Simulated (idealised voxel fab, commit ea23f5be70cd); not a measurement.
Title: Process Module voxel self aligned contacts
Pictured: cross-section cut, 240 nm wide, on a grid of 5 nm square cells.
Cross-section format: a grid of square cells, given as bands from top to bottom; each band is one or more rows of cells.
Band: top height; bottom height; in nm. Then, left to right: material with width in nm, for each material. "everywhere": a single material spanning edge to edge. "empty": empty space.
All heights in this document are referenced to 0, defined as the level beneath which the wafer, as received, consists entirely of one material. The lowest band is not bounded below; it extends indefinitely downward and is written in the form "0..down".
Read "30..40" as a graded width: first number on top, second number at the bottom, same change between each pair of neighbouring rows.
When a step is marked "remains unaltered", none of the cells in the cross-section changed during that step.
Closed void catalog: empty space of 8 cells or more with no open way to the top, each as width x height at its distance from the left edge, in nm
Past the settings on a step's line: simulator remark, on that step.
overlay nm: for a step with a mask, the amount by which the mask lay right of where it was planned; a negative amount means left of it.

Planned process steps
1. RECEIVE,material Si
2. CONFORMAL_DEP,material SiO2,thk nm 5
3. DIRECTIONAL_DEP,material polySi,thk nm 25
4. DIRECTIONAL_DEP,material SiN,thk nm 20
5. DIRECTIONAL_DEP,material aC,thk nm 15
6. PATTERN,tone cover,mask id GATE,material resist,width nm 35,pitch nm 60,thk nm 30,overlay nm 0
7. DIRECTIONAL_ETCH,etch materials aC,depth nm 15
8. STRIP,etch materials resist
9. DIRECTIONAL_ETCH,etch materials SiN,depth nm 20
10. DIRECTIONAL_ETCH,etch materials polySi,depth nm 25
11. STRIP,etch materials aC
12. CONFORMAL_DEP,material SiN,thk nm 5
13. DIRECTIONAL_ETCH,etch materials SiN,depth nm 5
14. FILL_DEP,material SiO2,thk nm 15
15. CMP,height nm 55
16. PATTERN,tone open,mask id CONTACT,material resist,width nm 45,thk nm 15,overlay nm 0
17. DIRECTIONAL_ETCH,etch materials SiO2,depth nm 55
18. STRIP,etch materials resist
19. CONFORMAL_DEP,material TiN,thk nm 5
20. FILL_DEP,material W,thk nm 5
21. CMP,height nm 45
22. CONFORMAL_DEP,material SiN,thk nm 5
Be aware that, although all wafers share a common starting state, the height nm at step 21 differs among them, and the plan displays the first wafer's value.

After step 1, as received: first of several wafers, cross-section
0..down: Si everywhere
Closed void catalog: none

After the module's final step, step 22: the first of several wafers in cross-section
50..45: SiN everywhere
45..30: SiO2 65  SiN 45  TiN 5  W 5  TiN 5  SiN 45  SiO2 70
30..5: SiO2 65  SiN 5  polySi 35  SiN 5  TiN 5  W 5  TiN 5  SiN 5  polySi 35  SiN 5  SiO2 70
5..0: SiO2 110  TiN 15  SiO2 115
0..down: Si everywhere
Closed void catalog: none

Last wafer x-sec, end of module
70..65: SiN everywhere
65..60: W everywhere
60..55: TiN 100  W 35  TiN 105
55..50: SiO2 95  TiN 20  W 5  TiN 20  SiO2 100
50..30: SiO2 65  SiN 45  TiN 5  W 5  TiN 5  SiN 45  SiO2 70
30..5: SiO2 65  SiN 5  polySi 35  SiN 5  TiN 5  W 5  TiN 5  SiN 5  polySi 35  SiN 5  SiO2 70
5..0: SiO2 110  TiN 15  SiO2 115
0..down: Si everywhere
Closed void catalog: none

Basically each wafer gets a line in the table, showing it at the end of the module: material by material, the cells it gained (+) or lost (-) since we got it, then its closed voids
height nm 45; +122 SiN; +261 SiO2; +19 TiN; +8 W; +70 polySi; Closed void catalog: none
height nm 50; +140 SiN; +288 SiO2; +21 TiN; +9 W; +70 polySi; Closed void catalog: none
height nm 55; +140 SiN; +327 SiO2; +29 TiN; +10 W; +70 polySi; Closed void catalog: none
height nm 60; +140 SiN; +327 SiO2; +70 TiN; +17 W; +70 polySi; Closed void catalog: none
height nm 65; +140 SiN; +327 SiO2; +70 TiN; +65 W; +70 polySi; Closed void catalog: none
